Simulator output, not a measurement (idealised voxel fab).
The document below concerns the process module designated voxel ribs on slabs.
Section cut is 175 nm wide and gridded with 5 nm square cells.
In this document a cross-section is written as a grid of square cells. It is given as a series of bands, listed from the top down, and a band is one or more rows of cells. Basically the band line says how high the top is and how high the bottom is, in nm, and then what's in it from left to right, every material with its width in nm. Empty space shows up as "air", and if a single material carries "edge to edge" it runs the full band edge to edge. Height is counted from the level 0, under which the received wafer is composed throughout of one material. The lowest of the bands is not closed at the bottom but continues downward, in the notation "0 -> down". So if you see something like "30 to 40" for the width, read it as the top row of the band sitting at the first number and the bottom row at the second, with every row in between moving by the same amount as the last. For the purposes of this document, the phrase "nothing was modified" attached to a step denotes that no cell within the cross-section was modified by that step. Closed-off voids of 8+ cells (no open route to the top) go in "Sealed internal cavities", written width x height at distance from the left edge, in nm. On each step's line, the part that comes after the settings is the simulator's own comment on the step. A step line may carry the setting "overlay nm", which, for steps involving a mask, states the distance by which the mask lay to the right of its intended position; negative values denote displacement to the left.
Steps in the process plan
1) RECEIVE with material Si
2) DIRECTIONAL_DEP with material SiO2, thk nm 30
3) DIRECTIONAL_DEP with material SiN, thk nm 20
4) PATTERN with tone cover, mask id RIB, material resist, width nm 25, thk nm 20, overlay nm 0
5) DIRECTIONAL_ETCH with etch materials SiN, depth nm 10
6) STRIP with etch materials resist
7) PATTERN with tone cover, mask id SLAB, material resist, width nm 65, thk nm 15, overlay nm 0
8) DIRECTIONAL_ETCH with etch materials SiN, depth nm 10
9) STRIP with etch materials resist
10) FILL_DEP with material SiO2, thk nm 20
11) CMP with height nm 65
12) DIRECTIONAL_DEP with material W, thk nm 10
13) MASKED_ETCH with tone cover, mask id HEATER, width nm 35, etch materials W, depth nm 10, overlay nm 0
14) CONFORMAL_DEP with material SiN, thk nm 5
On the first of the two wafers: run conducted according to plan
As-received wafer cross-section (after step 1)
> 0 -> down: Si edge to edge
> Sealed internal cavities: none
Cross-section through the wafer, step 2 finished
> 30 -> 0: SiO2 edge to edge
> Everything under 0 stays put, no change at all.
Cross-section through the wafer, step 3 finished
> 50 -> 30: SiN edge to edge
> Everything under 30 stays put, no change at all.
Cross-section through the wafer, step 4 finished
> 70 -> 50: air 75; resist 25; air 75
> Everything under 50 stays put, no change at all.
Cross-section through the wafer, step 5 finished
> 70 -> 50: air 75; resist 25; air 75
> 50 -> 40: air 75; SiN 25; air 75
> Everything under 40 stays put, no change at all.
Cross-section through the wafer, step 6 finished
> 50 -> 40: air 75; SiN 25; air 75
> Everything under 40 stays put, no change at all.
Cross-section through the wafer, step 7 finished
> 65 -> 50: air 55; resist 65; air 55
> 50 -> 40: air 55; resist 20; SiN 25; resist 20; air 55
> Everything under 40 stays put, no change at all.
Cross-section through the wafer, step 8 finished
> 65 -> 50: air 55; resist 65; air 55
> 50 -> 40: air 55; resist 20; SiN 25; resist 20; air 55
> 40 -> 30: air 55; SiN 65; air 55
> Everything under 30 stays put, no change at all.
Cross-section through the wafer, step 9 finished
> 50 -> 40: air 75; SiN 25; air 75
> Everything under 40 stays put, no change at all.
Cross-section through the wafer, step 10 finished
> 70 -> 50: SiO2 edge to edge
> 50 -> 40: SiO2 75; SiN 25; SiO2 75
> 40 -> 30: SiO2 55; SiN 65; SiO2 55
> Everything under 30 stays put, no change at all.
Cross-section through the wafer, step 11 finished
> 65 -> 50: SiO2 edge to edge
> Everything under 50 stays put, no change at all.
Cross-section through the wafer, step 12 finished
> 75 -> 65: W edge to edge
> Everything under 65 stays put, no change at all.
Cross-section through the wafer, step 13 finished
> 75 -> 65: air 70; W 35; air 70
> Everything under 65 stays put, no change at all.
Cross-section through the wafer, step 14 finished
> 80 -> 75: air 65; SiN 45; air 65
> 75 -> 70: air 65; SiN 5; W 35; SiN 5; air 65
> 70 -> 65: SiN 70; W 35; SiN 70
> Everything under 65 stays put, no change at all.
Wafer two. Same start, same plan, one slip in execution. Same as wafer one through step 13, inclusive
Second wafer: cross-section at the scheduled end of step 14: nothing was modified
What went wrong in running the wafer? step 14 of the plan: omitted, not performed
Final difference in cells, second wafer against first, listed per material as more or fewer: -39 SiN
